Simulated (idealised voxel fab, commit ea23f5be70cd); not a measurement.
Name of the process module below: voxel transistor to metal
This is section cut - it's 250 nm across, gridded in 5 nm square cells.
The cross-sections in this document take the form of a grid made of square cells. They are written out as bands, in order from top to bottom. Each band consists of one or more rows of cells. This entry defines a band. It first specifies the height of the band's top and the height of its bottom in nm, and then specifies the band's materials from left to right, stating each material with its width in nm. The word "all across" identifies a single material that fills the band from edge to edge, while the word "air" identifies empty space. Ref level 0: as-received wafer is one material below here. Bottom band extends down with no lower bound ("from 0 down"). So if you see something like "30..40" for the width, read it as the top row of the band sitting at the first number and the bottom row at the second, with every row in between moving by the same amount as the last. The cross-section has no changed cell in any step marked "remained unchanged". The list in "Enclosed void listing" covers empty spaces of 8 cells or more that cannot reach the top through any open way, and it gives each as width x height at distance; the distance is from the left edge, and width, height and distance are in nm. Heads up: the bit after the settings on a step's line is the simulator's remark on that step. The optional step-line setting "overlay nm" applies to steps with a mask and quantifies how far to the right of its planned location the mask lay, a negative value indicating leftward placement. Read the rest as pairs. Take the cross-section before one process step, then the cross-section after it, which shows only down to the lowest band that changed. Under the pair, find the step between them and its settings. Bear in mind that pairs may come from different runs of this module on the same starting wafer: link a pair to the pair above it only where its entry headed "Prior to step" says to.

[Prior to step]
    from 60 to 45: 30 nm SiO2, 15 nm air, 45 nm SiO2, 15 nm air, 40 nm SiO2, 15 nm air, 45 nm SiO2, 15 nm air, 30 nm SiO2
    from 45 to 30: 30 nm SiO2, 15 nm air, 10 nm SiO2, 5 nm SiN, 15 nm SiCN, 5 nm SiN, 10 nm SiO2, 15 nm air, 40 nm SiO2, 15 nm air, 10 nm SiO2, 5 nm SiN, 15 nm SiCN, 5 nm SiN, 10 nm SiO2, 15 nm air, 30 nm SiO2
    from 30 to 5: 30 nm SiO2, 15 nm air, 10 nm SiO2, 5 nm SiN, 15 nm polySi, 5 nm SiN, 10 nm SiO2, 15 nm air, 40 nm SiO2, 15 nm air, 10 nm SiO2, 5 nm SiN, 15 nm polySi, 5 nm SiN, 10 nm SiO2, 15 nm air, 30 nm SiO2
    from 5 to 0: 30 nm SiO2, 15 nm air, 10 nm nSi, 5 nm SiN, 15 nm polySi, 5 nm SiN, 10 nm nSi, 15 nm air, 40 nm SiO2, 15 nm air, 10 nm nSi, 5 nm SiN, 15 nm polySi, 5 nm SiN, 10 nm nSi, 15 nm air, 30 nm SiO2
    from 0 to -5: 5 nm SiO2, 5 nm SiN, 15 nm SiO2, 5 nm SiN, 15 nm air, 10 nm nSi, 25 nm SiO2, 10 nm nSi, 15 nm air, 5 nm SiN, 30 nm SiO2, 5 nm SiN, 15 nm air, 10 nm nSi, 25 nm SiO2, 10 nm nSi, 15 nm air, 5 nm SiN, 15 nm SiO2, 5 nm SiN, 5 nm SiO2
    from -5 to -15: 5 nm SiO2, 5 nm SiN, 15 nm SiO2, 5 nm SiN, 5 nm SiO2, 20 nm nSi, 25 nm Si, 20 nm nSi, 5 nm SiO2, 5 nm SiN, 30 nm SiO2, 5 nm SiN, 5 nm SiO2, 20 nm nSi, 25 nm Si, 20 nm nSi, 5 nm SiO2, 5 nm SiN, 15 nm SiO2, 5 nm SiN, 5 nm SiO2
    from -15 to -25: 35..30 nm SiO2, 65..75 nm Si, 50..40 nm SiO2, 65..75 nm Si, 35..30 nm SiO2
    from -25 down: Si all across
    Enclosed void listing: none

[Cross-Section After Step]
    from 65 to 60: 35 nm TiN, 5 nm air, 55 nm TiN, 5 nm air, 50 nm TiN, 5 nm air, 55 nm TiN, 5 nm air, 35 nm TiN
    from 60 to 45: 30 nm SiO2, 5 nm TiN, 5 nm air, 5 nm TiN, 45 nm SiO2, 5 nm TiN, 5 nm air, 5 nm TiN, 40 nm SiO2, 5 nm TiN, 5 nm air, 5 nm TiN, 45 nm SiO2, 5 nm TiN, 5 nm air, 5 nm TiN, 30 nm SiO2
    from 45 to 30: 30 nm SiO2, 5 nm TiN, 5 nm air, 5 nm TiN, 10 nm SiO2, 5 nm SiN, 15 nm SiCN, 5 nm SiN, 10 nm SiO2, 5 nm TiN, 5 nm air, 5 nm TiN, 40 nm SiO2, 5 nm TiN, 5 nm air, 5 nm TiN, 10 nm SiO2, 5 nm SiN, 15 nm SiCN, 5 nm SiN, 10 nm SiO2, 5 nm TiN, 5 nm air, 5 nm TiN, 30 nm SiO2
    from 30 to 5: 30 nm SiO2, 5 nm TiN, 5 nm air, 5 nm TiN, 10 nm SiO2, 5 nm SiN, 15 nm polySi, 5 nm SiN, 10 nm SiO2, 5 nm TiN, 5 nm air, 5 nm TiN, 40 nm SiO2, 5 nm TiN, 5 nm air, 5 nm TiN, 10 nm SiO2, 5 nm SiN, 15 nm polySi, 5 nm SiN, 10 nm SiO2, 5 nm TiN, 5 nm air, 5 nm TiN, 30 nm SiO2
    from 5 to 0: 30 nm SiO2, 5 nm TiN, 5 nm air, 5 nm TiN, 10 nm nSi, 5 nm SiN, 15 nm polySi, 5 nm SiN, 10 nm nSi, 5 nm TiN, 5 nm air, 5 nm TiN, 40 nm SiO2, 5 nm TiN, 5 nm air, 5 nm TiN, 10 nm nSi, 5 nm SiN, 15 nm polySi, 5 nm SiN, 10 nm nSi, 5 nm TiN, 5 nm air, 5 nm TiN, 30 nm SiO2
    from 0 to -5: 5 nm SiO2, 5 nm SiN, 15 nm SiO2, 5 nm SiN, 15 nm TiN, 10 nm nSi, 25 nm SiO2, 10 nm nSi, 15 nm TiN, 5 nm SiN, 30 nm SiO2, 5 nm SiN, 15 nm TiN, 10 nm nSi, 25 nm SiO2, 10 nm nSi, 15 nm TiN, 5 nm SiN, 15 nm SiO2, 5 nm SiN, 5 nm SiO2
    Everything under -5 stays put, no change at all.
    Enclosed void listing: none
Between the two cross-sections shown above, the process step is CONFORMAL_DEP [material TiN] [thk nm 5]

Prior to step: we pick up right where the pair above leaves off, with its after cross-section.

[Cross-Section After Step]
    from 70 to 65: W all across
    from 65 to 60: 35 nm TiN, 5 nm W, 55 nm TiN, 5 nm W, 50 nm TiN, 5 nm W, 55 nm TiN, 5 nm W, 35 nm TiN
    from 60 to 45: 30 nm SiO2, 5 nm TiN, 5 nm W, 5 nm TiN, 45 nm SiO2, 5 nm TiN, 5 nm W, 5 nm TiN, 40 nm SiO2, 5 nm TiN, 5 nm W, 5 nm TiN, 45 nm SiO2, 5 nm TiN, 5 nm W, 5 nm TiN, 30 nm SiO2
    from 45 to 30: 30 nm SiO2, 5 nm TiN, 5 nm W, 5 nm TiN, 10 nm SiO2, 5 nm SiN, 15 nm SiCN, 5 nm SiN, 10 nm SiO2, 5 nm TiN, 5 nm W, 5 nm TiN, 40 nm SiO2, 5 nm TiN, 5 nm W, 5 nm TiN, 10 nm SiO2, 5 nm SiN, 15 nm SiCN, 5 nm SiN, 10 nm SiO2, 5 nm TiN, 5 nm W, 5 nm TiN, 30 nm SiO2
    from 30 to 5: 30 nm SiO2, 5 nm TiN, 5 nm W, 5 nm TiN, 10 nm SiO2, 5 nm SiN, 15 nm polySi, 5 nm SiN, 10 nm SiO2, 5 nm TiN, 5 nm W, 5 nm TiN, 40 nm SiO2, 5 nm TiN, 5 nm W, 5 nm TiN, 10 nm SiO2, 5 nm SiN, 15 nm polySi, 5 nm SiN, 10 nm SiO2, 5 nm TiN, 5 nm W, 5 nm TiN, 30 nm SiO2
    from 5 to 0: 30 nm SiO2, 5 nm TiN, 5 nm W, 5 nm TiN, 10 nm nSi, 5 nm SiN, 15 nm polySi, 5 nm SiN, 10 nm nSi, 5 nm TiN, 5 nm W, 5 nm TiN, 40 nm SiO2, 5 nm TiN, 5 nm W, 5 nm TiN, 10 nm nSi, 5 nm SiN, 15 nm polySi, 5 nm SiN, 10 nm nSi, 5 nm TiN, 5 nm W, 5 nm TiN, 30 nm SiO2
    Everything under 0 stays put, no change at all.
    Enclosed void listing: none
Between the two cross-sections shown above, the process step is FILL_DEP [material W] [thk nm 5]

Prior to step: we pick up right where the pair above leaves off, with its after cross-section.

[Cross-Section After Step]
    from 60 to 45: 30 nm SiO2, 5 nm TiN, 5 nm W, 5 nm TiN, 45 nm SiO2, 5 nm TiN, 5 nm W, 5 nm TiN, 40 nm SiO2, 5 nm TiN, 5 nm W, 5 nm TiN, 45 nm SiO2, 5 nm TiN, 5 nm W, 5 nm TiN, 30 nm SiO2
    Everything under 45 stays put, no change at all.
    Enclosed void listing: none
Between the two cross-sections shown above, the process step is CMP [height nm 60]

Prior to step: we pick up right where the pair above leaves off, with its after cross-section.

[Cross-Section After Step]
    from 65 to 60: TiN all across
    Everything under 60 stays put, no change at all.
    Enclosed void listing: none
Between the two cross-sections shown above, the process step is DIRECTIONAL_DEP [material TiN] [thk nm 5]

Prior to step: we pick up right where the pair above leaves off, with its after cross-section.

[Cross-Section After Step]
    from 80 to 65: W all across
    Everything under 65 stays put, no change at all.
    Enclosed void listing: none
Between the two cross-sections shown above, the process step is DIRECTIONAL_DEP [material W] [thk nm 15]

Prior to step: we pick up right where the pair above leaves off, with its after cross-section.

[Cross-Section After Step]
    from 90 to 80: aC all across
    Everything under 80 stays put, no change at all.
    Enclosed void listing: none
Between the two cross-sections shown above, the process step is DIRECTIONAL_DEP [material aC] [thk nm 10]

Prior to step: we pick up right where the pair above leaves off, with its after cross-section.

[Cross-Section After Step]
    from 115 to 90: 30 nm air, 15 nm resist, 45 nm air, 15 nm resist, 40 nm air, 15 nm resist, 45 nm air, 15 nm resist, 30 nm air
    Everything under 90 stays put, no change at all.
    Enclosed void listing: none
Between the two cross-sections shown above, the process step is PATTERN [tone cover] [mask id METAL_1] [material resist] [width nm 15] [thk nm 25] [overlay nm 0]

Prior to step: we pick up right where the pair above leaves off, with its after cross-section.

[Cross-Section After Step]
    from 105 to 90: 30 nm air, 15 nm resist, 45 nm air, 15 nm resist, 40 nm air, 15 nm resist, 45 nm air, 15 nm resist, 30 nm air
    from 90 to 80: 30 nm air, 15 nm aC, 45 nm air, 15 nm aC, 40 nm air, 15 nm aC, 45 nm air, 15 nm aC, 30 nm air
    Everything under 80 stays put, no change at all.
    Enclosed void listing: none
Between the two cross-sections shown above, the process step is DIRECTIONAL_ETCH [etch materials aC] [depth nm 10]

Prior to step: we pick up right where the pair above leaves off, with its after cross-section.

[Cross-Section After Step]
    from 90 to 80: 30 nm air, 15 nm aC, 45 nm air, 15 nm aC, 40 nm air, 15 nm aC, 45 nm air, 15 nm aC, 30 nm air
    Everything under 80 stays put, no change at all.
    Enclosed void listing: none
Between the two cross-sections shown above, the process step is STRIP [etch materials resist]

Prior to step: we pick up right where the pair above leaves off, with its after cross-section.

[Cross-Section After Step]
    from 90 to 80: 30 nm air, 15 nm aC, 45 nm air, 15 nm aC, 40 nm air, 15 nm aC, 45 nm air, 15 nm aC, 30 nm air
    from 80 to 65: 30 nm air, 15 nm W, 45 nm air, 15 nm W, 40 nm air, 15 nm W, 45 nm air, 15 nm W, 30 nm air
    Everything under 65 stays put, no change at all.
    Enclosed void listing: none
Between the two cross-sections shown above, the process step is DIRECTIONAL_ETCH [etch materials W] [depth nm 15]

Prior to step: we pick up right where the pair above leaves off, with its after cross-section.

[Cross-Section After Step]
    from 90 to 80: 30 nm air, 15 nm aC, 45 nm air, 15 nm aC, 40 nm air, 15 nm aC, 45 nm air, 15 nm aC, 30 nm air
    from 80 to 65: 30 nm air, 15 nm W, 45 nm air, 15 nm W, 40 nm air, 15 nm W, 45 nm air, 15 nm W, 30 nm air
    from 65 to 60: 30 nm air, 15 nm TiN, 45 nm air, 15 nm TiN, 40 nm air, 15 nm TiN, 45 nm air, 15 nm TiN, 30 nm air
    Everything under 60 stays put, no change at all.
    Enclosed void listing: none
Between the two cross-sections shown above, the process step is DIRECTIONAL_ETCH [etch materials TiN] [depth nm 5]

Prior to step: we pick up right where the pair above leaves off, with its after cross-section.

[Cross-Section After Step]
    from 80 to 65: 30 nm air, 15 nm W, 45 nm air, 15 nm W, 40 nm air, 15 nm W, 45 nm air, 15 nm W, 30 nm air
    Everything under 65 stays put, no change at all.
    Enclosed void listing: none
Between the two cross-sections shown above, the process step is STRIP [etch materials aC]

Prior to step: we pick up right where the pair above leaves off, with its after cross-section.

[Cross-Section After Step]
    from 85 to 80: 25 nm air, 25 nm SiCN, 35 nm air, 25 nm SiCN, 30 nm air, 25 nm SiCN, 35 nm air, 25 nm SiCN, 25 nm air
    from 80 to 65: 25 nm air, 5 nm SiCN, 15 nm W, 5 nm SiCN, 35 nm air, 5 nm SiCN, 15 nm W, 5 nm SiCN, 30 nm air, 5 nm SiCN, 15 nm W, 5 nm SiCN, 35 nm air, 5 nm SiCN, 15 nm W, 5 nm SiCN, 25 nm air
    from 65 to 60: 30 nm SiCN, 15 nm TiN, 45 nm SiCN, 15 nm TiN, 40 nm SiCN, 15 nm TiN, 45 nm SiCN, 15 nm TiN, 30 nm SiCN
    Everything under 60 stays put, no change at all.
    Enclosed void listing: none
Between the two cross-sections shown above, the process step is CONFORMAL_DEP [material SiCN] [thk nm 5]

Prior to step: we pick up right where the pair above leaves off, with its after cross-section.

[Cross-Section After Step]
    from 95 to 85: lowk all across
    from 85 to 80: 25 nm lowk, 25 nm SiCN, 35 nm lowk, 25 nm SiCN, 30 nm lowk, 25 nm SiCN, 35 nm lowk, 25 nm SiCN, 25 nm lowk
    from 80 to 65: 25 nm lowk, 5 nm SiCN, 15 nm W, 5 nm SiCN, 35 nm lowk, 5 nm SiCN, 15 nm W, 5 nm SiCN, 30 nm lowk, 5 nm SiCN, 15 nm W, 5 nm SiCN, 35 nm lowk, 5 nm SiCN, 15 nm W, 5 nm SiCN, 25 nm lowk
    Everything under 65 stays put, no change at all.
    Enclosed void listing: none
Between the two cross-sections shown above, the process step is FILL_DEP [material lowk] [thk nm 10]

Prior to step: we pick up right where the pair above leaves off, with its after cross-section.

[Cross-Section After Step]
    from 80 to 65: 25 nm lowk, 5 nm SiCN, 15 nm W, 5 nm SiCN, 35 nm lowk, 5 nm SiCN, 15 nm W, 5 nm SiCN, 30 nm lowk, 5 nm SiCN, 15 nm W, 5 nm SiCN, 35 nm lowk, 5 nm SiCN, 15 nm W, 5 nm SiCN, 25 nm lowk
    Everything under 65 stays put, no change at all.
    Enclosed void listing: none
Between the two cross-sections shown above, the process step is CMP [height nm 80]

Prior to step: we pick up right where the pair above leaves off, with its after cross-section.

[Cross-Section After Step]
    from 85 to 80: SiCN all across
    Everything under 80 stays put, no change at all.
    Enclosed void listing: none
Between the two cross-sections shown above, the process step is CONFORMAL_DEP [material SiCN] [thk nm 5]

[Prior to step]
    from 95 to 85: lowk all across
    from 85 to 80: 25 nm lowk, 25 nm SiCN, 35 nm lowk, 25 nm SiCN, 30 nm lowk, 25 nm SiCN, 35 nm lowk, 25 nm SiCN, 25 nm lowk
    from 80 to 65: 25 nm lowk, 5 nm SiCN, 15 nm W, 5 nm SiCN, 35 nm lowk, 5 nm SiCN, 15 nm W, 5 nm SiCN, 30 nm lowk, 5 nm SiCN, 15 nm W, 5 nm SiCN, 35 nm lowk, 5 nm SiCN, 15 nm W, 5 nm SiCN, 25 nm lowk
    from 65 to 60: 30 nm SiCN, 15 nm TiN, 45 nm SiCN, 15 nm TiN, 40 nm SiCN, 15 nm TiN, 45 nm SiCN, 15 nm TiN, 30 nm SiCN
    from 60 to 45: 30 nm SiO2, 5 nm TiN, 5 nm W, 5 nm TiN, 45 nm SiO2, 5 nm TiN, 5 nm W, 5 nm TiN, 40 nm SiO2, 5 nm TiN, 5 nm W, 5 nm TiN, 45 nm SiO2, 5 nm TiN, 5 nm W, 5 nm TiN, 30 nm SiO2
    from 45 to 30: 30 nm SiO2, 5 nm TiN, 5 nm W, 5 nm TiN, 10 nm SiO2, 5 nm SiN, 15 nm SiCN, 5 nm SiN, 10 nm SiO2, 5 nm TiN, 5 nm W, 5 nm TiN, 40 nm SiO2, 5 nm TiN, 5 nm W, 5 nm TiN, 10 nm SiO2, 5 nm SiN, 15 nm SiCN, 5 nm SiN, 10 nm SiO2, 5 nm TiN, 5 nm W, 5 nm TiN, 30 nm SiO2
    from 30 to 5: 30 nm SiO2, 5 nm TiN, 5 nm W, 5 nm TiN, 10 nm SiO2, 5 nm SiN, 15 nm polySi, 5 nm SiN, 10 nm SiO2, 5 nm TiN, 5 nm W, 5 nm TiN, 40 nm SiO2, 5 nm TiN, 5 nm W, 5 nm TiN, 10 nm SiO2, 5 nm SiN, 15 nm polySi, 5 nm SiN, 10 nm SiO2, 5 nm TiN, 5 nm W, 5 nm TiN, 30 nm SiO2
    from 5 to 0: 30 nm SiO2, 5 nm TiN, 5 nm W, 5 nm TiN, 10 nm nSi, 5 nm SiN, 15 nm polySi, 5 nm SiN, 10 nm nSi, 5 nm TiN, 5 nm W, 5 nm TiN, 40 nm SiO2, 5 nm TiN, 5 nm W, 5 nm TiN, 10 nm nSi, 5 nm SiN, 15 nm polySi, 5 nm SiN, 10 nm nSi, 5 nm TiN, 5 nm W, 5 nm TiN, 30 nm SiO2
    from 0 to -5: 30 nm SiO2, 15 nm TiN, 10 nm nSi, 25 nm SiO2, 10 nm nSi, 15 nm TiN, 40 nm SiO2, 15 nm TiN, 10 nm nSi, 25 nm SiO2, 10 nm nSi, 15 nm TiN, 30 nm SiO2
    from -5 to -15: 30 nm SiO2, 25 nm nSi, 25 nm Si, 25 nm nSi, 40 nm SiO2, 25 nm nSi, 25 nm Si, 25 nm nSi, 30 nm SiO2
    from -15 to -25: 30 nm SiO2, 75 nm Si, 40 nm SiO2, 75 nm Si, 30 nm SiO2
    from -25 down: Si all across
    Enclosed void listing: none

[Cross-Section After Step]
    from 75 to 65: 25 nm lowk, 5 nm SiCN, 15 nm W, 5 nm SiCN, 35 nm lowk, 5 nm SiCN, 15 nm W, 5 nm SiCN, 30 nm lowk, 5 nm SiCN, 15 nm W, 5 nm SiCN, 35 nm lowk, 5 nm SiCN, 15 nm W, 5 nm SiCN, 25 nm lowk
    Everything under 65 stays put, no change at all.
    Enclosed void listing: none
Between the two cross-sections shown above, the process step is CMP [height nm 75]

Prior to step: we pick up right where the pair above leaves off, with its after cross-section.

[Cross-Section After Step]
    from 80 to 75: SiCN all across
    Everything under 75 stays put, no change at all.
    Enclosed void listing: none
Between the two cross-sections shown above, the process step is CONFORMAL_DEP [material SiCN] [thk nm 5]

[Prior to step]
    from 90 to 80: aC all across
    from 80 to 65: W all across
    from 65 to 60: TiN all across
    from 60 to 45: 30 nm SiO2, 5 nm TiN, 5 nm W, 5 nm TiN, 45 nm SiO2, 5 nm TiN, 5 nm W, 5 nm TiN, 40 nm SiO2, 5 nm TiN, 5 nm W, 5 nm TiN, 45 nm SiO2, 5 nm TiN, 5 nm W, 5 nm TiN, 30 nm SiO2
    from 45 to 30: 30 nm SiO2, 5 nm TiN, 5 nm W, 5 nm TiN, 10 nm SiO2, 5 nm SiN, 15 nm SiCN, 5 nm SiN, 10 nm SiO2, 5 nm TiN, 5 nm W, 5 nm TiN, 40 nm SiO2, 5 nm TiN, 5 nm W, 5 nm TiN, 10 nm SiO2, 5 nm SiN, 15 nm SiCN, 5 nm SiN, 10 nm SiO2, 5 nm TiN, 5 nm W, 5 nm TiN, 30 nm SiO2
    from 30 to 5: 30 nm SiO2, 5 nm TiN, 5 nm W, 5 nm TiN, 10 nm SiO2, 5 nm SiN, 15 nm polySi, 5 nm SiN, 10 nm SiO2, 5 nm TiN, 5 nm W, 5 nm TiN, 40 nm SiO2, 5 nm TiN, 5 nm W, 5 nm TiN, 10 nm SiO2, 5 nm SiN, 15 nm polySi, 5 nm SiN, 10 nm SiO2, 5 nm TiN, 5 nm W, 5 nm TiN, 30 nm SiO2
    from 5 to 0: 30 nm SiO2, 5 nm TiN, 5 nm W, 5 nm TiN, 10 nm nSi, 5 nm SiN, 15 nm polySi, 5 nm SiN, 10 nm nSi, 5 nm TiN, 5 nm W, 5 nm TiN, 40 nm SiO2, 5 nm TiN, 5 nm W, 5 nm TiN, 10 nm nSi, 5 nm SiN, 15 nm polySi, 5 nm SiN, 10 nm nSi, 5 nm TiN, 5 nm W, 5 nm TiN, 30 nm SiO2
    from 0 to -5: 30 nm SiO2, 15 nm TiN, 10 nm nSi, 25 nm SiO2, 10 nm nSi, 15 nm TiN, 40 nm SiO2, 15 nm TiN, 10 nm nSi, 25 nm SiO2, 10 nm nSi, 15 nm TiN, 30 nm SiO2
    from -5 to -15: 30 nm SiO2, 25 nm nSi, 25 nm Si, 25 nm nSi, 40 nm SiO2, 25 nm nSi, 25 nm Si, 25 nm nSi, 30 nm SiO2
    from -15 to -25: 30 nm SiO2, 75 nm Si, 40 nm SiO2, 75 nm Si, 30 nm SiO2
    from -25 down: Si all across
    Enclosed void listing: none

[Cross-Section After Step]
    from 115 to 90: 25 nm air, 25 nm resist, 35 nm air, 25 nm resist, 30 nm air, 25 nm resist, 35 nm air, 25 nm resist, 25 nm air
    Everything under 90 stays put, no change at all.
    Enclosed void listing: none
Between the two cross-sections shown above, the process step is PATTERN [tone cover] [mask id METAL_1] [material resist] [width nm 25] [thk nm 25] [overlay nm 0]

Prior to step: we pick up right where the pair above leaves off, with its after cross-section.

[Cross-Section After Step]
    from 105 to 90: 25 nm air, 25 nm resist, 35 nm air, 25 nm resist, 30 nm air, 25 nm resist, 35 nm air, 25 nm resist, 25 nm air
    from 90 to 80: 25 nm air, 25 nm aC, 35 nm air, 25 nm aC, 30 nm air, 25 nm aC, 35 nm air, 25 nm aC, 25 nm air
    Everything under 80 stays put, no change at all.
    Enclosed void listing: none
Between the two cross-sections shown above, the process step is DIRECTIONAL_ETCH [etch materials aC] [depth nm 10]

Prior to step: we pick up right where the pair above leaves off, with its after cross-section.

[Cross-Section After Step]
    from 90 to 80: 25 nm air, 25 nm aC, 35 nm air, 25 nm aC, 30 nm air, 25 nm aC, 35 nm air, 25 nm aC, 25 nm air
    Everything under 80 stays put, no change at all.
    Enclosed void listing: none
Between the two cross-sections shown above, the process step is STRIP [etch materials resist]

Prior to step: we pick up right where the pair above leaves off, with its after cross-section.

[Cross-Section After Step]
    from 90 to 80: 25 nm air, 25 nm aC, 35 nm air, 25 nm aC, 30 nm air, 25 nm aC, 35 nm air, 25 nm aC, 25 nm air
    from 80 to 65: 25 nm air, 25 nm W, 35 nm air, 25 nm W, 30 nm air, 25 nm W, 35 nm air, 25 nm W, 25 nm air
    Everything under 65 stays put, no change at all.
    Enclosed void listing: none
Between the two cross-sections shown above, the process step is DIRECTIONAL_ETCH [etch materials W] [depth nm 15]

Prior to step: we pick up right where the pair above leaves off, with its after cross-section.

[Cross-Section After Step]
    from 90 to 80: 25 nm air, 25 nm aC, 35 nm air, 25 nm aC, 30 nm air, 25 nm aC, 35 nm air, 25 nm aC, 25 nm air
    from 80 to 65: 25 nm air, 25 nm W, 35 nm air, 25 nm W, 30 nm air, 25 nm W, 35 nm air, 25 nm W, 25 nm air
    from 65 to 60: 25 nm air, 25 nm TiN, 35 nm air, 25 nm TiN, 30 nm air, 25 nm TiN, 35 nm air, 25 nm TiN, 25 nm air
    Everything under 60 stays put, no change at all.
    Enclosed void listing: none
Between the two cross-sections shown above, the process step is DIRECTIONAL_ETCH [etch materials TiN] [depth nm 5]

Prior to step: we pick up right where the pair above leaves off, with its after cross-section.

[Cross-Section After Step]
    from 80 to 65: 25 nm air, 25 nm W, 35 nm air, 25 nm W, 30 nm air, 25 nm W, 35 nm air, 25 nm W, 25 nm air
    Everything under 65 stays put, no change at all.
    Enclosed void listing: none
Between the two cross-sections shown above, the process step is STRIP [etch materials aC]

Prior to step: we pick up right where the pair above leaves off, with its after cross-section.

[Cross-Section After Step]
    from 85 to 80: 20 nm air, 35 nm SiCN, 25 nm air, 35 nm SiCN, 20 nm air, 35 nm SiCN, 25 nm air, 35 nm SiCN, 20 nm air
    from 80 to 65: 20 nm air, 5 nm SiCN, 25 nm W, 5 nm SiCN, 25 nm air, 5 nm SiCN, 25 nm W, 5 nm SiCN, 20 nm air, 5 nm SiCN, 25 nm W, 5 nm SiCN, 25 nm air, 5 nm SiCN, 25 nm W, 5 nm SiCN, 20 nm air
    from 65 to 60: 25 nm SiCN, 25 nm TiN, 35 nm SiCN, 25 nm TiN, 30 nm SiCN, 25 nm TiN, 35 nm SiCN, 25 nm TiN, 25 nm SiCN
    Everything under 60 stays put, no change at all.
    Enclosed void listing: none
Between the two cross-sections shown above, the process step is CONFORMAL_DEP [material SiCN] [thk nm 5]

Prior to step: we pick up right where the pair above leaves off, with its after cross-section.

[Cross-Section After Step]
    from 95 to 85: lowk all across
    from 85 to 80: 20 nm lowk, 35 nm SiCN, 25 nm lowk, 35 nm SiCN, 20 nm lowk, 35 nm SiCN, 25 nm lowk, 35 nm SiCN, 20 nm lowk
    from 80 to 65: 20 nm lowk, 5 nm SiCN, 25 nm W, 5 nm SiCN, 25 nm lowk, 5 nm SiCN, 25 nm W, 5 nm SiCN, 20 nm lowk, 5 nm SiCN, 25 nm W, 5 nm SiCN, 25 nm lowk, 5 nm SiCN, 25 nm W, 5 nm SiCN, 20 nm lowk
    Everything under 65 stays put, no change at all.
    Enclosed void listing: none
Between the two cross-sections shown above, the process step is FILL_DEP [material lowk] [thk nm 10]

Prior to step: we pick up right where the pair above leaves off, with its after cross-section.

[Cross-Section After Step]
    from 80 to 65: 20 nm lowk, 5 nm SiCN, 25 nm W, 5 nm SiCN, 25 nm lowk, 5 nm SiCN, 25 nm W, 5 nm SiCN, 20 nm lowk, 5 nm SiCN, 25 nm W, 5 nm SiCN, 25 nm lowk, 5 nm SiCN, 25 nm W, 5 nm SiCN, 20 nm lowk
    Everything under 65 stays put, no change at all.
    Enclosed void listing: none
Between the two cross-sections shown above, the process step is CMP [height nm 80]

Prior to step: we pick up right where the pair above leaves off, with its after cross-section.

[Cross-Section After Step]
    from 85 to 80: SiCN all across
    Everything under 80 stays put, no change at all.
    Enclosed void listing: none
Between the two cross-sections shown above, the process step is CONFORMAL_DEP [material SiCN] [thk nm 5]

[Prior to step]
    from 45 to 30: SiCN all across
    from 30 to 0: polySi all across
    from 0 to -5: SiO2 all across
    from -5 to -25: 30 nm SiO2, 75 nm Si, 40 nm SiO2, 75 nm Si, 30 nm SiO2
    from -25 down: Si all across
    Enclosed void listing: none

[Cross-Section After Step]
    from 65 to 45: 55 nm air, 15 nm resist, 100 nm air, 15 nm resist, 65 nm air
    Everything under 45 stays put, no change at all.
    Enclosed void listing: none
Between the two cross-sections shown above, the process step is PATTERN [tone cover] [mask id GATE] [material resist] [width nm 15] [pitch nm 115] [thk nm 20] [overlay nm -5]

Prior to step: we pick up right where the pair above leaves off, with its after cross-section.

[Cross-Section After Step]
    from 65 to 45: 55 nm air, 15 nm resist, 100 nm air, 15 nm resist, 65 nm air
    from 45 to 30: 55 nm air, 15 nm SiCN, 100 nm air, 15 nm SiCN, 65 nm air
    Everything under 30 stays put, no change at all.
    Enclosed void listing: none
Between the two cross-sections shown above, the process step is DIRECTIONAL_ETCH [etch materials SiCN] [depth nm 25]

Prior to step: we pick up right where the pair above leaves off, with its after cross-section.

[Cross-Section After Step]
    from 65 to 45: 55 nm air, 15 nm resist, 100 nm air, 15 nm resist, 65 nm air
    from 45 to 30: 55 nm air, 15 nm SiCN, 100 nm air, 15 nm SiCN, 65 nm air
    from 30 to 0: 55 nm air, 15 nm polySi, 100 nm air, 15 nm polySi, 65 nm air
    Everything under 0 stays put, no change at all.
    Enclosed void listing: none
Between the two cross-sections shown above, the process step is DIRECTIONAL_ETCH [etch materials polySi] [depth nm 40]

Prior to step: we pick up right where the pair above leaves off, with its after cross-section.

[Cross-Section After Step]
    from 45 to 30: 55 nm air, 15 nm SiCN, 100 nm air, 15 nm SiCN, 65 nm air
    Everything under 30 stays put, no change at all.
    Enclosed void listing: none
Between the two cross-sections shown above, the process step is STRIP [etch materials resist]

Prior to step: we pick up right where the pair above leaves off, with its after cross-section.

[Cross-Section After Step]
    from 50 to 45: 50 nm air, 25 nm SiN, 90 nm air, 25 nm SiN, 60 nm air
    from 45 to 30: 50 nm air, 5 nm SiN, 15 nm SiCN, 5 nm SiN, 90 nm air, 5 nm SiN, 15 nm SiCN, 5 nm SiN, 60 nm air
    from 30 to 5: 50 nm air, 5 nm SiN, 15 nm polySi, 5 nm SiN, 90 nm air, 5 nm SiN, 15 nm polySi, 5 nm SiN, 60 nm air
    from 5 to 0: 55 nm SiN, 15 nm polySi, 100 nm SiN, 15 nm polySi, 65 nm SiN
    Everything under 0 stays put, no change at all.
    Enclosed void listing: none
Between the two cross-sections shown above, the process step is CONFORMAL_DEP [material SiN] [thk nm 5]

Prior to step: we pick up right where the pair above leaves off, with its after cross-section.

[Cross-Section After Step]
    from 45 to 30: 50 nm air, 5 nm SiN, 15 nm SiCN, 5 nm SiN, 90 nm air, 5 nm SiN, 15 nm SiCN, 5 nm SiN, 60 nm air
    from 30 to 0: 50 nm air, 5 nm SiN, 15 nm polySi, 5 nm SiN, 90 nm air, 5 nm SiN, 15 nm polySi, 5 nm SiN, 60 nm air
    Everything under 0 stays put, no change at all.
    Enclosed void listing: none
Between the two cross-sections shown above, the process step is DIRECTIONAL_ETCH [etch materials SiN] [depth nm 5]

Prior to step: we pick up right where the pair above leaves off, with its after cross-section.

[Cross-Section After Step]
    from 45 to 30: 50 nm air, 5 nm SiN, 15 nm SiCN, 5 nm SiN, 90 nm air, 5 nm SiN, 15 nm SiCN, 5 nm SiN, 60 nm air
    from 30 to 0: 50 nm air, 5 nm SiN, 15 nm polySi, 5 nm SiN, 90 nm air, 5 nm SiN, 15 nm polySi, 5 nm SiN, 60 nm air
    from 0 to -5: 50 nm air, 25 nm SiO2, 90 nm air, 25 nm SiO2, 60 nm air
    Everything under -5 stays put, no change at all.
    Enclosed void listing: none
Between the two cross-sections shown above, the process step is DIRECTIONAL_ETCH [etch materials SiO2] [depth nm 5]
